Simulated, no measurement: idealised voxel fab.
The document below concerns the process module designated voxel transistor to metal.
Each square cell in cross-section cut measures 5 nm, and the section as a whole is 200 nm wide.
The cross-sections in this document take the form of a grid made of square cells. They are written out as bands, in order from top to bottom. Each band consists of one or more rows of cells. Top height, bottom height, nm. Materials left to right, width each, nm. Single material + "all across" = fills band edge to edge. "air" = empty. Heights are reckoned from 0. Under this level, the received wafer is all of one material. The bottommost band is open-ended downward, for example "0..down". Per-row width for "30 to 40": begins at first number (top row of band), ends at second number (bottom row), increment between rows held constant. "no alterations made" (step): cross-section cells unchanged, all of them. In the "Sealed void list" entry, you get each enclosed empty space of 8 cells or more, one with no open way to the top, written width x height at distance, distance from the left edge, in nm. On each step's line, the part that comes after the settings is the simulator's own comment on the step. On any step carrying a mask, the "overlay nm" setting, if present on the step's line, tells how far right of its planned place the mask lay; negative values point to the left.
LIST OF PLANNED PROCESS STEPS
step 1: op RECEIVE | material Si
step 2: op OXIDIZE | depth nm 5
step 3: op CONFORMAL_DEP | material SiN | thk nm 15
step 4: op MASKED_ETCH | tone cover | mask id ACTIVE | width nm 105 | etch materials SiN | depth nm 15 | overlay nm 0
step 5: op MASKED_ETCH | tone cover | mask id ACTIVE | width nm 105 | etch materials SiO2 | depth nm 5 | overlay nm 0
step 6: op MASKED_ETCH | tone cover | mask id ACTIVE | width nm 105 | etch materials Si | depth nm 25 | overlay nm 0
step 7: op FILL_DEP | material SiO2 | thk nm 5
step 8: op CMP | height nm 15
step 9: op SELECTIVE_ETCH | etch materials SiO2 | depth nm 15
step 10: op STRIP | etch materials SiN
step 11: op SELECTIVE_ETCH | etch materials SiO2 | depth nm 5
step 12: op OXIDIZE | depth nm 5
step 13: op DIRECTIONAL_DEP | material polySi | thk nm 20
step 14: op DIRECTIONAL_DEP | material SiCN | thk nm 15
step 15: op PATTERN | tone cover | mask id GATE | material resist | width nm 25 | thk nm 15 | overlay nm 0
step 16: op DIRECTIONAL_ETCH | etch materials SiCN | depth nm 25
step 17: op DIRECTIONAL_ETCH | etch materials polySi | depth nm 30
step 18: op STRIP | etch materials resist
step 19: op CONFORMAL_DEP | material SiN | thk nm 10
step 20: op DIRECTIONAL_ETCH | etch materials SiN | depth nm 10
step 21: op DIRECTIONAL_ETCH | etch materials SiO2 | depth nm 5
step 22: op DIRECTIONAL_ETCH | etch materials Si | depth nm 5
step 23: op EPI | material pSi | thk nm 5
step 24: op FILL_DEP | material SiO2 | thk nm 5
step 25: op CMP | height nm 15
step 26: op STRIP | etch materials polySi
step 27: op SELECTIVE_ETCH | etch materials SiO2 | depth nm 5
step 28: op CONFORMAL_DEP | material HfO2 | thk nm 5
step 29: op CONFORMAL_DEP | material TiN | thk nm 5
step 30: op FILL_DEP | material W | thk nm 10
step 31: op CMP | height nm 10
step 32: op DIRECTIONAL_DEP | material SiO2 | thk nm 15
step 33: op MASKED_ETCH | tone open | mask id CONTACT | width nm 15 | pitch nm 80 | etch materials SiO2 | depth nm 35 | overlay nm -15
step 34: op CONFORMAL_DEP | material TiN | thk nm 5
step 35: op FILL_DEP | material W | thk nm 10
step 36: op CMP | height nm 25
step 37: op CONFORMAL_DEP | material SiN | thk nm 5
step 38: op DIRECTIONAL_DEP | material lowk | thk nm 25
step 39: op DIRECTIONAL_DEP | material aC | thk nm 10
step 40: op PATTERN | tone open | mask id METAL_1 | material resist | width nm 15 | pitch nm 80 | thk nm 30 | overlay nm 0
step 41: op DIRECTIONAL_ETCH | etch materials aC | depth nm 10
step 42: op STRIP | etch materials resist
step 43: op DIRECTIONAL_ETCH | etch materials lowk | depth nm 25
step 44: op DIRECTIONAL_ETCH | etch materials SiN | depth nm 5
step 45: op STRIP | etch materials aC
step 46: op CONFORMAL_DEP | material TiN | thk nm 5
step 47: op FILL_DEP | material Ru | thk nm 5
step 48: op CMP | height nm 55
step 49: op CONFORMAL_DEP | material SiN | thk nm 5
All wafers enter the flow in the same state. The overlay nm at step 33 differs from wafer to wafer, and the plan gives the value for the first wafer.
STEP 1 COMPLETE: AS-RECEIVED CROSS-SECTION OF THE FIRST OF SEVERAL WAFERS
    0..down = Si all across
    Sealed void list: none
WHAT FOLLOWS IS A TABLE IN WHICH EACH WAFER OCCUPIES A ROW; FOR THE WAFER AS IT STANDS AT THE CLOSE OF THE MODULE, THE ROW STATES, MATERIAL BY MATERIAL, HOW MANY CELLS HAVE BEEN GAINED (+) OR LOST (-) SINCE RECEIPT, AND THEN GIVES ITS CLOSED VOIDS
overlay nm -15, +13 HfO2, +10 Ru, -168 Si, +86 SiN, +283 SiO2, +62 TiN, +10 W, +170 lowk, +14 pSi, Sealed void list: none
overlay nm -10, +13 HfO2, +10 Ru, -168 Si, +86 SiN, +279 SiO2, +63 TiN, +13 W, +170 lowk, +14 pSi, Sealed void list: none
overlay nm -5, +13 HfO2, +10 Ru, -168 Si, +86 SiN, +278 SiO2, +63 TiN, +14 W, +170 lowk, +14 pSi, Sealed void list: none
overlay nm 0, +13 HfO2, +10 Ru, -168 Si, +86 SiN, +278 SiO2, +63 TiN, +14 W, +170 lowk, +14 pSi, Sealed void list: none
overlay nm 5, +13 HfO2, +10 Ru, -168 Si, +86 SiN, +278 SiO2, +63 TiN, +14 W, +170 lowk, +14 pSi, Sealed void list: none
overlay nm 10, +13 HfO2, +10 Ru, -168 Si, +86 SiN, +279 SiO2, +63 TiN, +13 W, +170 lowk, +14 pSi, Sealed void list: none
overlay nm 15, +13 HfO2, +10 Ru, -168 Si, +86 SiN, +283 SiO2, +62 TiN, +10 W, +170 lowk, +14 pSi, Sealed void list: none
